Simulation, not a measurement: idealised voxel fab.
process module | voxel gate over fins
cross-section cut | 245 nm wide | cells 5 nm
A cross-section is a grid of square cells, given in bands from the top down. A band is one or more rows of cells.
Each band's line starts with the height of the band's top and of its bottom, in nm. Then come its materials from left to right, each with its width in nm. One material with "throughout" fills the band from edge to edge. "air" is empty space.
Height 0 is the level under which the wafer as received is all one material. The lowest band goes on downwards, as in "0 down".
A width such as "30 to 40" changes by the same amount from each row of cells to the next, from the band's top row to its bottom row.
"no change" after a step means that no cell of the cross-section changed.
closed voids: empty space of 8 cells or more with no open way to the top, each as width x height at its distance from the left edge, in nm
after a step's settings: what the simulator itself notes on the step
overlay nm, on a step with a mask: how far to the right of its planned place the mask lay; to the left if negative
plan
1 op RECEIVE | material Si
2 op CONFORMAL_DEP | material SiN | thk nm 10
3 op PATTERN | tone cover | mask id FINS | material resist | width nm 15 | pitch nm 50 | thk nm 15 | overlay nm 0
4 op DIRECTIONAL_ETCH | etch materials SiN | depth nm 10
5 op DIRECTIONAL_ETCH | etch materials Si | depth nm 40
6 op STRIP | etch materials resist
7 op FILL_DEP | material SiO2 | thk nm 10
8 op CMP | height nm 10
9 op PATTERN | tone open | mask id RAIL | material resist | width nm 15 | thk nm 15 | overlay nm 0
10 op DIRECTIONAL_ETCH | etch materials SiO2 | depth nm 45
11 op STRIP | etch materials resist
12 op CONFORMAL_DEP | material TiN | thk nm 5
13 op FILL_DEP | material W | thk nm 10
14 op CMP | height nm 10
15 op SELECTIVE_ETCH | etch materials W Ru TiN | depth nm 30
16 op FILL_DEP | material SiO2 | thk nm 5
17 op CMP | height nm 10
18 op SELECTIVE_ETCH | etch materials SiO2 | depth nm 20
19 op STRIP | etch materials SiN
20 op CONFORMAL_DEP | material HfO2 | thk nm 5
21 op CONFORMAL_DEP | material TiN | thk nm 5
22 op CONFORMAL_DEP | material TiAl | thk nm 5
23 op CONFORMAL_DEP | material TiN | thk nm 5
24 op FILL_DEP | material W | thk nm 10
25 op CMP | height nm 25
26 op CONFORMAL_DEP | material SiN | thk nm 10
first wafer, as planned
as received, after step 1
  0 down: Si throughout
  closed voids: none
after step 2
  10 to 0: SiN throughout
  below 0: unchanged
after step 3
  25 to 10: air 65 | resist 15 | air 35 | resist 15 | air 35 | resist 15 | air 65
  below 10: unchanged
after step 4
  25 to 10: air 65 | resist 15 | air 35 | resist 15 | air 35 | resist 15 | air 65
  10 to 0: air 65 | SiN 15 | air 35 | SiN 15 | air 35 | SiN 15 | air 65
  below 0: unchanged
after step 5
  25 to 10: air 65 | resist 15 | air 35 | resist 15 | air 35 | resist 15 | air 65
  10 to 0: air 65 | SiN 15 | air 35 | SiN 15 | air 35 | SiN 15 | air 65
  0 to -40: air 65 | Si 15 | air 35 | Si 15 | air 35 | Si 15 | air 65
  below -40: unchanged
after step 6
  10 to 0: air 65 | SiN 15 | air 35 | SiN 15 | air 35 | SiN 15 | air 65
  below 0: unchanged
after step 7
  20 to 10: SiO2 throughout
  10 to 0: SiO2 65 | SiN 15 | SiO2 35 | SiN 15 | SiO2 35 | SiN 15 | SiO2 65
  0 to -40: SiO2 65 | Si 15 | SiO2 35 | Si 15 | SiO2 35 | Si 15 | SiO2 65
  below -40: unchanged
after step 8
  10 to 0: SiO2 65 | SiN 15 | SiO2 35 | SiN 15 | SiO2 35 | SiN 15 | SiO2 65
  below 0: unchanged
after step 9
  25 to 10: resist 90 | air 15 | resist 140
  below 10: unchanged
after step 10
  25 to 10: resist 90 | air 15 | resist 140
  10 to 0: SiO2 65 | SiN 15 | SiO2 10 | air 15 | SiO2 10 | SiN 15 | SiO2 35 | SiN 15 | SiO2 65
  0 to -35: SiO2 65 | Si 15 | SiO2 10 | air 15 | SiO2 10 | Si 15 | SiO2 35 | Si 15 | SiO2 65
  below -35: unchanged
after step 11
  10 to 0: SiO2 65 | SiN 15 | SiO2 10 | air 15 | SiO2 10 | SiN 15 | SiO2 35 | SiN 15 | SiO2 65
  below 0: unchanged
after step 12
  15 to 10: TiN 95 | air 5 | TiN 145
  10 to 0: SiO2 65 | SiN 15 | SiO2 10 | TiN 5 | air 5 | TiN 5 | SiO2 10 | SiN 15 | SiO2 35 | SiN 15 | SiO2 65
  0 to -30: SiO2 65 | Si 15 | SiO2 10 | TiN 5 | air 5 | TiN 5 | SiO2 10 | Si 15 | SiO2 35 | Si 15 | SiO2 65
  -30 to -35: SiO2 65 | Si 15 | SiO2 10 | TiN 15 | SiO2 10 | Si 15 | SiO2 35 | Si 15 | SiO2 65
  below -35: unchanged
after step 13
  25 to 15: W throughout
  15 to 10: TiN 95 | W 5 | TiN 145
  10 to 0: SiO2 65 | SiN 15 | SiO2 10 | TiN 5 | W 5 | TiN 5 | SiO2 10 | SiN 15 | SiO2 35 | SiN 15 | SiO2 65
  0 to -30: SiO2 65 | Si 15 | SiO2 10 | TiN 5 | W 5 | TiN 5 | SiO2 10 | Si 15 | SiO2 35 | Si 15 | SiO2 65
  below -30: unchanged
after step 14
  10 to 0: SiO2 65 | SiN 15 | SiO2 10 | TiN 5 | W 5 | TiN 5 | SiO2 10 | SiN 15 | SiO2 35 | SiN 15 | SiO2 65
  below 0: unchanged
after step 15
  10 to 0: SiO2 65 | SiN 15 | SiO2 10 | air 15 | SiO2 10 | SiN 15 | SiO2 35 | SiN 15 | SiO2 65
  0 to -20: SiO2 65 | Si 15 | SiO2 10 | air 15 | SiO2 10 | Si 15 | SiO2 35 | Si 15 | SiO2 65
  below -20: unchanged
after step 16
  15 to 10: SiO2 throughout
  10 to 0: SiO2 65 | SiN 15 | SiO2 35 | SiN 15 | SiO2 35 | SiN 15 | SiO2 65
  0 to -20: SiO2 65 | Si 15 | SiO2 35 | Si 15 | SiO2 35 | Si 15 | SiO2 65
  below -20: unchanged
after step 17
  10 to 0: SiO2 65 | SiN 15 | SiO2 35 | SiN 15 | SiO2 35 | SiN 15 | SiO2 65
  below 0: unchanged
after step 18
  10 to 0: air 65 | SiN 15 | air 35 | SiN 15 | air 35 | SiN 15 | air 65
  0 to -10: air 65 | Si 15 | air 35 | Si 15 | air 35 | Si 15 | air 65
  below -10: unchanged
after step 19
  0 to -10: air 65 | Si 15 | air 35 | Si 15 | air 35 | Si 15 | air 65
  below -10: unchanged
after step 20
  5 to 0: air 60 | HfO2 25 | air 25 | HfO2 25 | air 25 | HfO2 25 | air 60
  0 to -5: air 60 | HfO2 5 | Si 15 | HfO2 5 | air 25 | HfO2 5 | Si 15 | HfO2 5 | air 25 | HfO2 5 | Si 15 | HfO2 5 | air 60
  -5 to -10: HfO2 65 | Si 15 | HfO2 35 | Si 15 | HfO2 35 | Si 15 | HfO2 65
  below -10: unchanged
after step 21
  10 to 5: air 55 | TiN 35 | air 15 | TiN 35 | air 15 | TiN 35 | air 55
  5 to 0: air 55 | TiN 5 | HfO2 25 | TiN 5 | air 15 | TiN 5 | HfO2 25 | TiN 5 | air 15 | TiN 5 | HfO2 25 | TiN 5 | air 55
  0 to -5: TiN 60 | HfO2 5 | Si 15 | HfO2 5 | TiN 25 | HfO2 5 | Si 15 | HfO2 5 | TiN 25 | HfO2 5 | Si 15 | HfO2 5 | TiN 60
  below -5: unchanged
after step 22
  15 to 10: air 50 | TiAl 45 | air 5 | TiAl 45 | air 5 | TiAl 45 | air 50
  10 to 5: air 50 | TiAl 5 | TiN 35 | TiAl 5 | air 5 | TiAl 5 | TiN 35 | TiAl 5 | air 5 | TiAl 5 | TiN 35 | TiAl 5 | air 50
  5 to 0: TiAl 55 | TiN 5 | HfO2 25 | TiN 5 | TiAl 15 | TiN 5 | HfO2 25 | TiN 5 | TiAl 15 | TiN 5 | HfO2 25 | TiN 5 | TiAl 55
  below 0: unchanged
after step 23
  20 to 15: air 45 | TiN 155 | air 45
  15 to 10: air 45 | TiN 5 | TiAl 45 | TiN 5 | TiAl 45 | TiN 5 | TiAl 45 | TiN 5 | air 45
  10 to 5: TiN 50 | TiAl 5 | TiN 35 | TiAl 5 | TiN 5 | TiAl 5 | TiN 35 | TiAl 5 | TiN 5 | TiAl 5 | TiN 35 | TiAl 5 | TiN 50
  below 5: unchanged
after step 24
  30 to 20: W throughout
  20 to 15: W 45 | TiN 155 | W 45
  15 to 10: W 45 | TiN 5 | TiAl 45 | TiN 5 | TiAl 45 | TiN 5 | TiAl 45 | TiN 5 | W 45
  below 10: unchanged
after step 25
  25 to 20: W throughout
  below 20: unchanged
after step 26
  35 to 25: SiN throughout
  below 25: unchanged
second wafer: like start, like plan, one mistake. Through step 4 it matches the first wafer
when step 5 should have ended
  25 to 10: air 65 | resist 15 | air 35 | resist 15 | air 35 | resist 15 | air 65
  10 to 0: air 65 | SiN 15 | air 35 | SiN 15 | air 35 | SiN 15 | air 65
  0 to -80: air 65 | Si 15 | air 35 | Si 15 | air 35 | Si 15 | air 65
  below -80: unchanged
when step 6 should have ended
  10 to 0: air 65 | SiN 15 | air 35 | SiN 15 | air 35 | SiN 15 | air 65
  below 0: unchanged
when step 7 should have ended
  20 to 10: SiO2 throughout
  10 to 0: SiO2 65 | SiN 15 | SiO2 35 | SiN 15 | SiO2 35 | SiN 15 | SiO2 65
  0 to -80: SiO2 65 | Si 15 | SiO2 35 | Si 15 | SiO2 35 | Si 15 | SiO2 65
  below -80: unchanged
when step 8 should have ended
  10 to 0: SiO2 65 | SiN 15 | SiO2 35 | SiN 15 | SiO2 35 | SiN 15 | SiO2 65
  below 0: unchanged
when step 9 should have ended
  25 to 10: resist 90 | air 15 | resist 140
  below 10: unchanged
when step 10 should have ended
  25 to 10: resist 90 | air 15 | resist 140
  10 to 0: SiO2 65 | SiN 15 | SiO2 10 | air 15 | SiO2 10 | SiN 15 | SiO2 35 | SiN 15 | SiO2 65
  0 to -35: SiO2 65 | Si 15 | SiO2 10 | air 15 | SiO2 10 | Si 15 | SiO2 35 | Si 15 | SiO2 65
  below -35: unchanged
when step 11 should have ended
  10 to 0: SiO2 65 | SiN 15 | SiO2 10 | air 15 | SiO2 10 | SiN 15 | SiO2 35 | SiN 15 | SiO2 65
  below 0: unchanged
when step 12 should have ended
  15 to 10: TiN 95 | air 5 | TiN 145
  10 to 0: SiO2 65 | SiN 15 | SiO2 10 | TiN 5 | air 5 | TiN 5 | SiO2 10 | SiN 15 | SiO2 35 | SiN 15 | SiO2 65
  0 to -30: SiO2 65 | Si 15 | SiO2 10 | TiN 5 | air 5 | TiN 5 | SiO2 10 | Si 15 | SiO2 35 | Si 15 | SiO2 65
  -30 to -35: SiO2 65 | Si 15 | SiO2 10 | TiN 15 | SiO2 10 | Si 15 | SiO2 35 | Si 15 | SiO2 65
  below -35: unchanged
when step 13 should have ended
  25 to 15: W throughout
  15 to 10: TiN 95 | W 5 | TiN 145
  10 to 0: SiO2 65 | SiN 15 | SiO2 10 | TiN 5 | W 5 | TiN 5 | SiO2 10 | SiN 15 | SiO2 35 | SiN 15 | SiO2 65
  0 to -30: SiO2 65 | Si 15 | SiO2 10 | TiN 5 | W 5 | TiN 5 | SiO2 10 | Si 15 | SiO2 35 | Si 15 | SiO2 65
  below -30: unchanged
when step 14 should have ended
  10 to 0: SiO2 65 | SiN 15 | SiO2 10 | TiN 5 | W 5 | TiN 5 | SiO2 10 | SiN 15 | SiO2 35 | SiN 15 | SiO2 65
  below 0: unchanged
when step 15 should have ended
  10 to 0: SiO2 65 | SiN 15 | SiO2 10 | air 15 | SiO2 10 | SiN 15 | SiO2 35 | SiN 15 | SiO2 65
  0 to -20: SiO2 65 | Si 15 | SiO2 10 | air 15 | SiO2 10 | Si 15 | SiO2 35 | Si 15 | SiO2 65
  below -20: unchanged
when step 16 should have ended
  15 to 10: SiO2 throughout
  10 to 0: SiO2 65 | SiN 15 | SiO2 35 | SiN 15 | SiO2 35 | SiN 15 | SiO2 65
  0 to -20: SiO2 65 | Si 15 | SiO2 35 | Si 15 | SiO2 35 | Si 15 | SiO2 65
  below -20: unchanged
when step 17 should have ended
  10 to 0: SiO2 65 | SiN 15 | SiO2 35 | SiN 15 | SiO2 35 | SiN 15 | SiO2 65
  below 0: unchanged
when step 18 should have ended
  10 to 0: air 65 | SiN 15 | air 35 | SiN 15 | air 35 | SiN 15 | air 65
  0 to -10: air 65 | Si 15 | air 35 | Si 15 | air 35 | Si 15 | air 65
  below -10: unchanged
when step 19 should have ended
  0 to -10: air 65 | Si 15 | air 35 | Si 15 | air 35 | Si 15 | air 65
  below -10: unchanged
when step 20 should have ended
  5 to 0: air 60 | HfO2 25 | air 25 | HfO2 25 | air 25 | HfO2 25 | air 60
  0 to -5: air 60 | HfO2 5 | Si 15 | HfO2 5 | air 25 | HfO2 5 | Si 15 | HfO2 5 | air 25 | HfO2 5 | Si 15 | HfO2 5 | air 60
  -5 to -10: HfO2 65 | Si 15 | HfO2 35 | Si 15 | HfO2 35 | Si 15 | HfO2 65
  below -10: unchanged
when step 21 should have ended
  10 to 5: air 55 | TiN 35 | air 15 | TiN 35 | air 15 | TiN 35 | air 55
  5 to 0: air 55 | TiN 5 | HfO2 25 | TiN 5 | air 15 | TiN 5 | HfO2 25 | TiN 5 | air 15 | TiN 5 | HfO2 25 | TiN 5 | air 55
  0 to -5: TiN 60 | HfO2 5 | Si 15 | HfO2 5 | TiN 25 | HfO2 5 | Si 15 | HfO2 5 | TiN 25 | HfO2 5 | Si 15 | HfO2 5 | TiN 60
  below -5: unchanged
when step 22 should have ended
  15 to 10: air 50 | TiAl 45 | air 5 | TiAl 45 | air 5 | TiAl 45 | air 50
  10 to 5: air 50 | TiAl 5 | TiN 35 | TiAl 5 | air 5 | TiAl 5 | TiN 35 | TiAl 5 | air 5 | TiAl 5 | TiN 35 | TiAl 5 | air 50
  5 to 0: TiAl 55 | TiN 5 | HfO2 25 | TiN 5 | TiAl 15 | TiN 5 | HfO2 25 | TiN 5 | TiAl 15 | TiN 5 | HfO2 25 | TiN 5 | TiAl 55
  below 0: unchanged
when step 23 should have ended
  20 to 15: air 45 | TiN 155 | air 45
  15 to 10: air 45 | TiN 5 | TiAl 45 | TiN 5 | TiAl 45 | TiN 5 | TiAl 45 | TiN 5 | air 45
  10 to 5: TiN 50 | TiAl 5 | TiN 35 | TiAl 5 | TiN 5 | TiAl 5 | TiN 35 | TiAl 5 | TiN 5 | TiAl 5 | TiN 35 | TiAl 5 | TiN 50
  below 5: unchanged
when step 24 should have ended
  30 to 20: W throughout
  20 to 15: W 45 | TiN 155 | W 45
  15 to 10: W 45 | TiN 5 | TiAl 45 | TiN 5 | TiAl 45 | TiN 5 | TiAl 45 | TiN 5 | W 45
  below 10: unchanged
when step 25 should have ended
  25 to 20: W throughout
  below 20: unchanged
when step 26 should have ended
  35 to 25: SiN throughout
  below 25: unchanged
what went wrong: step 5 was run twice
at the end the second wafer has, in cells: 320 fewer of Si | 320 more of SiO2
